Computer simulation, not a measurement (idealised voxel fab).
This is a process module. Its name is voxel self aligned contacts.
The figure presents cross-section cut, which has a width of 240 nm and is divided into square cells with an edge length of 5 nm.
For the purposes of this document, a cross-section shall be understood as a grid of square cells, specified as bands listed in top-to-bottom order, each band consisting of one or more rows of cells.
Band: top and bottom heights (nm) first, top before bottom; then materials from left to right, widths in nm. "full width" marks a sole material filling the band edge to edge. "air" denotes empty space.
Ref level 0: as-received wafer is one material below here. Bottom band extends down with no lower bound ("0 and below").
Top row gets the first number, bottom row gets the second, and each row in between changes by the same step: that is how a band width like "30->40" works.
"no change occurred", as given for a step, is the statement that not any cell of the cross-section underwent a change during that step.
Enclosed voids (no open way to top), threshold 8 cells or more, entry "Sealed void listing", notation width x height at distance, distance from left edge, nm.
Note: text after step settings on the step line = simulator remark on that step.
Among the settings permitted on a step's line is "overlay nm"; applied to a step with a mask, it specifies the extent to which the mask lay to the right of its planned position, whereas a negative figure signifies a position to the left.

The process steps that were planned are listed below:
- 1: RECEIVE | material Si
- 2: CONFORMAL_DEP | material SiO2 | thk nm 5
- 3: DIRECTIONAL_DEP | material polySi | thk nm 20
- 4: DIRECTIONAL_DEP | material SiN | thk nm 20
- 5: MASKED_ETCH | tone cover | mask id GATE | width nm 25 | pitch nm 65 | etch materials SiN | depth nm 20 | overlay nm 0
- 6: MASKED_ETCH | tone cover | mask id GATE | width nm 25 | pitch nm 65 | etch materials polySi | depth nm 20 | overlay nm 0
- 7: CONFORMAL_DEP | material SiN | thk nm 10
- 8: DIRECTIONAL_ETCH | etch materials SiN | depth nm 10
- 9: FILL_DEP | material SiO2 | thk nm 10
- 10: CMP | height nm 50
- 11: DIRECTIONAL_DEP | material aC | thk nm 15
- 12: PATTERN | tone open | mask id CONTACT | material resist | width nm 50 | pitch nm 65 | thk nm 30 | overlay nm 0
- 13: DIRECTIONAL_ETCH | etch materials aC | depth nm 15
- 14: STRIP | etch materials resist
- 15: DIRECTIONAL_ETCH | etch materials SiO2 | depth nm 50
- 16: STRIP | etch materials aC
- 17: CONFORMAL_DEP | material TiN | thk nm 5
- 18: FILL_DEP | material Ru | thk nm 10
- 19: CMP | height nm 50
- 20: CONFORMAL_DEP | material SiN | thk nm 5

As received (post step 1): cross-section:
* 0 and below  Si full width
* Sealed void listing: none

Wafer at module end, in section. Began as above, planned as above, run with one mistake:
* 55 down to 50  SiN full width
* 50 down to 45  SiO2 (60), then TiN (20), then Ru (10), then TiN (20), then SiO2 (15), then TiN (20), then Ru (10), then TiN (20), then SiO2 (65)
* 45 down to 30  SiO2 (30), then SiN (45), then TiN (5), then Ru (10), then TiN (5), then SiN (45), then TiN (5), then Ru (10), then TiN (5), then SiN (45), then SiO2 (35)
* 30 down to 25  SiO2 (30), then SiN (45), then TiN (5), then Ru (5), then TiN (10), then SiN (45), then TiN (5), then Ru (5), then TiN (10), then SiN (45), then SiO2 (35)
* 25 down to 5  SiO2 (25), then SiN (10), then polySi (30), then SiN (10), then TiN (5), then Ru (5), then TiN (5), then SiN (10), then polySi (30), then SiN (10), then TiN (5), then Ru (5), then TiN (5), then SiN (10), then polySi (30), then SiN (10), then SiO2 (35)
* 5 down to 0  SiO2 (75), then TiN (15), then SiO2 (50), then TiN (15), then SiO2 (85)
* 0 and below  Si full width
* Sealed void listing: none
Deviation from plan: step 6, actual vs plan mismatch, actual run MASKED_ETCH | tone cover | mask id GATE | width nm 25 | pitch nm 65 | etch materials polySi | depth nm 20 | overlay nm -5
